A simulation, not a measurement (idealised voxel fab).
process module | voxel plated lines
cross-section cut | 260 nm wide | cells 5 nm
A cross-section is a grid of square cells, given in bands from the top down. A band is one or more rows of cells.
Each band's line starts with the height of the band's top and of its bottom, in nm. Then come its materials from left to right, each with its width in nm. One material with "throughout" fills the band from edge to edge. "air" is empty space.
Height 0 is the level under which the wafer as received is all one material. The lowest band goes on downwards, as in "0 down".
A width such as "30 to 40" changes by the same amount from each row of cells to the next, from the band's top row to its bottom row.
"no change" after a step means that no cell of the cross-section changed.
closed voids: empty space of 8 cells or more with no open way to the top, each as width x height at its distance from the left edge, in nm
after a step's settings: what the simulator itself notes on the step
overlay nm, on a step with a mask: how far to the right of its planned place the mask lay; to the left if negative
plan
1 op RECEIVE | material Si
2 op CONFORMAL_DEP | material SiO2 | thk nm 5
3 op DIRECTIONAL_DEP | material TiN | thk nm 5
4 op PATTERN | tone open | mask id LINES | material resist | width nm 30 | pitch nm 50 | thk nm 35 | overlay nm 0
5 op EPI | material Ru | thk nm 5
6 op EPI | material Ru | thk nm 10
7 op EPI | material Ru | thk nm 5
8 op STRIP | etch materials resist
9 op DIRECTIONAL_ETCH | etch materials TiN | depth nm 5
10 op CONFORMAL_DEP | material SiO2 | thk nm 10
first wafer, as planned
as received, after step 1
  0 down: Si throughout
  closed voids: none
after step 2
  5 to 0: SiO2 throughout
  below 0: unchanged
after step 3
  10 to 5: TiN throughout
  below 5: unchanged
after step 4
  45 to 10: resist 40 | air 30 | resist 20 | air 30 | resist 20 | air 30 | resist 20 | air 30 | resist 40
  below 10: unchanged
after step 5
  45 to 15: resist 40 | air 30 | resist 20 | air 30 | resist 20 | air 30 | resist 20 | air 30 | resist 40
  15 to 10: resist 40 | Ru 30 | resist 20 | Ru 30 | resist 20 | Ru 30 | resist 20 | Ru 30 | resist 40
  below 10: unchanged
after step 6
  45 to 25: resist 40 | air 30 | resist 20 | air 30 | resist 20 | air 30 | resist 20 | air 30 | resist 40
  25 to 10: resist 40 | Ru 30 | resist 20 | Ru 30 | resist 20 | Ru 30 | resist 20 | Ru 30 | resist 40
  below 10: unchanged
after step 7
  45 to 30: resist 40 | air 30 | resist 20 | air 30 | resist 20 | air 30 | resist 20 | air 30 | resist 40
  30 to 10: resist 40 | Ru 30 | resist 20 | Ru 30 | resist 20 | Ru 30 | resist 20 | Ru 30 | resist 40
  below 10: unchanged
after step 8
  30 to 10: air 40 | Ru 30 | air 20 | Ru 30 | air 20 | Ru 30 | air 20 | Ru 30 | air 40
  below 10: unchanged
after step 9
  30 to 10: air 40 | Ru 30 | air 20 | Ru 30 | air 20 | Ru 30 | air 20 | Ru 30 | air 40
  10 to 5: air 40 | TiN 30 | air 20 | TiN 30 | air 20 | TiN 30 | air 20 | TiN 30 | air 40
  below 5: unchanged
after step 10
  40 to 30: air 30 | SiO2 200 | air 30
  30 to 15: air 30 | SiO2 10 | Ru 30 | SiO2 20 | Ru 30 | SiO2 20 | Ru 30 | SiO2 20 | Ru 30 | SiO2 10 | air 30
  15 to 10: SiO2 40 | Ru 30 | SiO2 20 | Ru 30 | SiO2 20 | Ru 30 | SiO2 20 | Ru 30 | SiO2 40
  10 to 5: SiO2 40 | TiN 30 | SiO2 20 | TiN 30 | SiO2 20 | TiN 30 | SiO2 20 | TiN 30 | SiO2 40
  below 5: unchanged
second wafer: like start, like plan, one mistake. Through step 3 it matches the first wafer
when step 4 should have ended
  15 to 10: Ru throughout
  below 10: unchanged
when step 5 should have ended
  50 to 15: resist 40 | air 30 | resist 20 | air 30 | resist 20 | air 30 | resist 20 | air 30 | resist 40
  below 15: unchanged
when step 6 should have ended
  50 to 25: resist 40 | air 30 | resist 20 | air 30 | resist 20 | air 30 | resist 20 | air 30 | resist 40
  25 to 15: resist 40 | Ru 30 | resist 20 | Ru 30 | resist 20 | Ru 30 | resist 20 | Ru 30 | resist 40
  below 15: unchanged
when step 7 should have ended
  50 to 30: resist 40 | air 30 | resist 20 | air 30 | resist 20 | air 30 | resist 20 | air 30 | resist 40
  30 to 15: resist 40 | Ru 30 | resist 20 | Ru 30 | resist 20 | Ru 30 | resist 20 | Ru 30 | resist 40
  below 15: unchanged
when step 8 should have ended
  30 to 15: air 40 | Ru 30 | air 20 | Ru 30 | air 20 | Ru 30 | air 20 | Ru 30 | air 40
  below 15: unchanged
when step 9 should have ended: no change
when step 10 should have ended
  40 to 30: air 30 | SiO2 200 | air 30
  30 to 25: air 30 | SiO2 10 | Ru 30 | SiO2 20 | Ru 30 | SiO2 20 | Ru 30 | SiO2 20 | Ru 30 | SiO2 10 | air 30
  25 to 15: SiO2 40 | Ru 30 | SiO2 20 | Ru 30 | SiO2 20 | Ru 30 | SiO2 20 | Ru 30 | SiO2 40
  below 15: unchanged
what went wrong: steps 4 and 5 were swapped
at the end the second wafer has, in cells: 28 more of Ru | 32 fewer of SiO2 | 28 more of TiN
